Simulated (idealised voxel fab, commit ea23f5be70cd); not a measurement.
process module | voxel capacitor over wiring
cross-section cut | 250 nm wide | cells 5 nm
A cross-section is a grid of square cells, given in bands from the top down. A band is one or more rows of cells.
Each band's line starts with the height of the band's top and of its bottom, in nm. Then come its materials from left to right, each with its width in nm. One material with "throughout" fills the band from edge to edge. "air" is empty space.
Height 0 is the level under which the wafer as received is all one material. The lowest band goes on downwards, as in "0 down".
A width such as "30 to 40" changes by the same amount from each row of cells to the next, from the band's top row to its bottom row.
"no change" after a step means that no cell of the cross-section changed.
closed voids: empty space of 8 cells or more with no open way to the top, each as width x height at its distance from the left edge, in nm
after a step's settings: what the simulator itself notes on the step
overlay nm, on a step with a mask: how far to the right of its planned place the mask lay; to the left if negative
plan
1 op RECEIVE | material Si
2 op CONFORMAL_DEP | material SiO2 | thk nm 10
3 op CONFORMAL_DEP | material SiN | thk nm 5
4 op DIRECTIONAL_DEP | material lowk | thk nm 20
5 op PATTERN | tone open | mask id METAL_1 | material resist | width nm 20 | pitch nm 90 | thk nm 15 | overlay nm 0
6 op DIRECTIONAL_ETCH | etch materials lowk | depth nm 20
7 op DIRECTIONAL_ETCH | etch materials SiN | depth nm 5
8 op STRIP | etch materials resist
9 op CONFORMAL_DEP | material TiN | thk nm 5
10 op FILL_DEP | material Ru | thk nm 10
11 op CMP | height nm 35
12 op EPI | material Ru | thk nm 5
13 op FILL_DEP | material SiCN | thk nm 5
14 op DIRECTIONAL_DEP | material SiO2 | thk nm 15
15 op PATTERN | tone open | mask id PLUG_1 | material resist | width nm 15 | thk nm 15 | overlay nm 0
16 op DIRECTIONAL_ETCH | etch materials SiO2 | depth nm 15
17 op DIRECTIONAL_ETCH | etch materials SiCN | depth nm 5
18 op STRIP | etch materials resist
19 op EPI | material Ru | thk nm 10
20 op EPI | material Ru | thk nm 10
21 op DIRECTIONAL_DEP | material TiN | thk nm 10
22 op DIRECTIONAL_DEP | material SiN | thk nm 5
23 op DIRECTIONAL_DEP | material TiN | thk nm 10
24 op PATTERN | tone cover | mask id UPPER_PLATE | material resist | width nm 75 | thk nm 20 | overlay nm 0
25 op DIRECTIONAL_ETCH | etch materials TiN | depth nm 10
26 op DIRECTIONAL_ETCH | etch materials SiN | depth nm 5
27 op STRIP | etch materials resist
28 op PATTERN | tone cover | mask id LOWER_PLATE | material resist | width nm 85 | thk nm 15 | overlay nm 0
29 op DIRECTIONAL_ETCH | etch materials TiN | depth nm 10
30 op STRIP | etch materials resist
31 op FILL_DEP | material SiO2 | thk nm 15
32 op CMP | height nm 95
33 op PATTERN | tone open | mask id PLUG_2 | material resist | width nm 15 | thk nm 15 | overlay nm 0
34 op DIRECTIONAL_ETCH | etch materials SiO2 | depth nm 10
35 op STRIP | etch materials resist
36 op CONFORMAL_DEP | material TiN | thk nm 5
37 op FILL_DEP | material Ru | thk nm 5
38 op CMP | height nm 95
39 op CONFORMAL_DEP | material SiN | thk nm 5
first wafer, as planned
as received, after step 1
  0 down: Si throughout
  closed voids: none
after step 2
  10 to 0: SiO2 throughout
  below 0: unchanged
after step 3
  15 to 10: SiN throughout
  below 10: unchanged
after step 4
  35 to 15: lowk throughout
  below 15: unchanged
after step 5
  50 to 35: resist 70 | air 20 | resist 70 | air 20 | resist 70
  below 35: unchanged
after step 6
  50 to 35: resist 70 | air 20 | resist 70 | air 20 | resist 70
  35 to 15: lowk 70 | air 20 | lowk 70 | air 20 | lowk 70
  below 15: unchanged
after step 7
  50 to 35: resist 70 | air 20 | resist 70 | air 20 | resist 70
  35 to 15: lowk 70 | air 20 | lowk 70 | air 20 | lowk 70
  15 to 10: SiN 70 | air 20 | SiN 70 | air 20 | SiN 70
  below 10: unchanged
after step 8
  35 to 15: lowk 70 | air 20 | lowk 70 | air 20 | lowk 70
  below 15: unchanged
after step 9
  40 to 35: TiN 75 | air 10 | TiN 80 | air 10 | TiN 75
  35 to 15: lowk 70 | TiN 5 | air 10 | TiN 5 | lowk 70 | TiN 5 | air 10 | TiN 5 | lowk 70
  15 to 10: SiN 70 | TiN 20 | SiN 70 | TiN 20 | SiN 70
  below 10: unchanged
after step 10
  50 to 40: Ru throughout
  40 to 35: TiN 75 | Ru 10 | TiN 80 | Ru 10 | TiN 75
  35 to 15: lowk 70 | TiN 5 | Ru 10 | TiN 5 | lowk 70 | TiN 5 | Ru 10 | TiN 5 | lowk 70
  below 15: unchanged
after step 11
  35 to 15: lowk 70 | TiN 5 | Ru 10 | TiN 5 | lowk 70 | TiN 5 | Ru 10 | TiN 5 | lowk 70
  below 15: unchanged
after step 12
  40 to 35: air 65 | Ru 30 | air 60 | Ru 30 | air 65
  below 35: unchanged
after step 13
  45 to 40: SiCN throughout
  40 to 35: SiCN 65 | Ru 30 | SiCN 60 | Ru 30 | SiCN 65
  below 35: unchanged
after step 14
  60 to 45: SiO2 throughout
  below 45: unchanged
after step 15
  75 to 60: resist 75 | air 15 | resist 160
  below 60: unchanged
after step 16
  75 to 60: resist 75 | air 15 | resist 160
  60 to 45: SiO2 75 | air 15 | SiO2 160
  below 45: unchanged
after step 17
  75 to 60: resist 75 | air 15 | resist 160
  60 to 45: SiO2 75 | air 15 | SiO2 160
  45 to 40: SiCN 75 | air 15 | SiCN 160
  below 40: unchanged
after step 18
  60 to 45: SiO2 75 | air 15 | SiO2 160
  below 45: unchanged
after step 19
  60 to 50: SiO2 75 | air 15 | SiO2 160
  50 to 45: SiO2 75 | Ru 15 | SiO2 160
  45 to 40: SiCN 75 | Ru 15 | SiCN 160
  below 40: unchanged
after step 20
  60 to 45: SiO2 75 | Ru 15 | SiO2 160
  below 45: unchanged
after step 21
  70 to 60: TiN throughout
  below 60: unchanged
after step 22
  75 to 70: SiN throughout
  below 70: unchanged
after step 23
  85 to 75: TiN throughout
  below 75: unchanged
after step 24
  105 to 85: air 75 | resist 75 | air 100
  below 85: unchanged
after step 25
  105 to 85: air 75 | resist 75 | air 100
  85 to 75: air 75 | TiN 75 | air 100
  below 75: unchanged
after step 26
  105 to 85: air 75 | resist 75 | air 100
  85 to 75: air 75 | TiN 75 | air 100
  75 to 70: air 75 | SiN 75 | air 100
  below 70: unchanged
after step 27
  85 to 75: air 75 | TiN 75 | air 100
  below 75: unchanged
after step 28
  100 to 85: air 70 | resist 85 | air 95
  85 to 75: air 70 | resist 5 | TiN 75 | resist 5 | air 95
  75 to 70: air 70 | resist 5 | SiN 75 | resist 5 | air 95
  below 70: unchanged
after step 29
  100 to 85: air 70 | resist 85 | air 95
  85 to 75: air 70 | resist 5 | TiN 75 | resist 5 | air 95
  75 to 70: air 70 | resist 5 | SiN 75 | resist 5 | air 95
  70 to 60: air 70 | TiN 85 | air 95
  below 60: unchanged
after step 30
  85 to 75: air 75 | TiN 75 | air 100
  75 to 70: air 75 | SiN 75 | air 100
  below 70: unchanged
after step 31
  100 to 85: SiO2 throughout
  85 to 75: SiO2 75 | TiN 75 | SiO2 100
  75 to 70: SiO2 75 | SiN 75 | SiO2 100
  70 to 60: SiO2 70 | TiN 85 | SiO2 95
  below 60: unchanged
after step 32
  95 to 85: SiO2 throughout
  below 85: unchanged
after step 33
  110 to 95: resist 85 | air 15 | resist 150
  below 95: unchanged
after step 34
  110 to 95: resist 85 | air 15 | resist 150
  95 to 85: SiO2 85 | air 15 | SiO2 150
  below 85: unchanged
after step 35
  95 to 85: SiO2 85 | air 15 | SiO2 150
  below 85: unchanged
after step 36
  100 to 95: TiN 90 | air 5 | TiN 155
  95 to 90: SiO2 85 | TiN 5 | air 5 | TiN 5 | SiO2 150
  90 to 85: SiO2 85 | TiN 15 | SiO2 150
  below 85: unchanged
after step 37
  105 to 100: Ru throughout
  100 to 95: TiN 90 | Ru 5 | TiN 155
  95 to 90: SiO2 85 | TiN 5 | Ru 5 | TiN 5 | SiO2 150
  below 90: unchanged
after step 38
  95 to 90: SiO2 85 | TiN 5 | Ru 5 | TiN 5 | SiO2 150
  below 90: unchanged
after step 39
  100 to 95: SiN throughout
  below 95: unchanged
second wafer: like start, like plan, one mistake. Through step 27 it matches the first wafer
when step 28 should have ended
  100 to 85: air 75 | resist 85 | air 90
  85 to 75: air 75 | TiN 75 | resist 10 | air 90
  75 to 70: air 75 | SiN 75 | resist 10 | air 90
  below 70: unchanged
when step 29 should have ended
  100 to 85: air 75 | resist 85 | air 90
  85 to 75: air 75 | TiN 75 | resist 10 | air 90
  75 to 70: air 75 | SiN 75 | resist 10 | air 90
  70 to 60: air 75 | TiN 85 | air 90
  below 60: unchanged
when step 30 should have ended
  85 to 75: air 75 | TiN 75 | air 100
  75 to 70: air 75 | SiN 75 | air 100
  below 70: unchanged
when step 31 should have ended
  100 to 85: SiO2 throughout
  85 to 75: SiO2 75 | TiN 75 | SiO2 100
  75 to 70: SiO2 75 | SiN 75 | SiO2 100
  70 to 60: SiO2 75 | TiN 85 | SiO2 90
  below 60: unchanged
when step 32 should have ended
  95 to 85: SiO2 throughout
  below 85: unchanged
when step 33 should have ended
  110 to 95: resist 85 | air 15 | resist 150
  below 95: unchanged
when step 34 should have ended
  110 to 95: resist 85 | air 15 | resist 150
  95 to 85: SiO2 85 | air 15 | SiO2 150
  below 85: unchanged
when step 35 should have ended
  95 to 85: SiO2 85 | air 15 | SiO2 150
  below 85: unchanged
when step 36 should have ended
  100 to 95: TiN 90 | air 5 | TiN 155
  95 to 90: SiO2 85 | TiN 5 | air 5 | TiN 5 | SiO2 150
  90 to 85: SiO2 85 | TiN 15 | SiO2 150
  below 85: unchanged
when step 37 should have ended
  105 to 100: Ru throughout
  100 to 95: TiN 90 | Ru 5 | TiN 155
  95 to 90: SiO2 85 | TiN 5 | Ru 5 | TiN 5 | SiO2 150
  below 90: unchanged
when step 38 should have ended
  95 to 90: SiO2 85 | TiN 5 | Ru 5 | TiN 5 | SiO2 150
  below 90: unchanged
when step 39 should have ended
  100 to 95: SiN throughout
  below 95: unchanged
what went wrong: step 28 ran as: op PATTERN | tone cover | mask id LOWER_PLATE | material resist | width nm 85 | thk nm 15 | overlay nm 5
at the end the second wafer has, in cells: as many of each material as the first, in other places
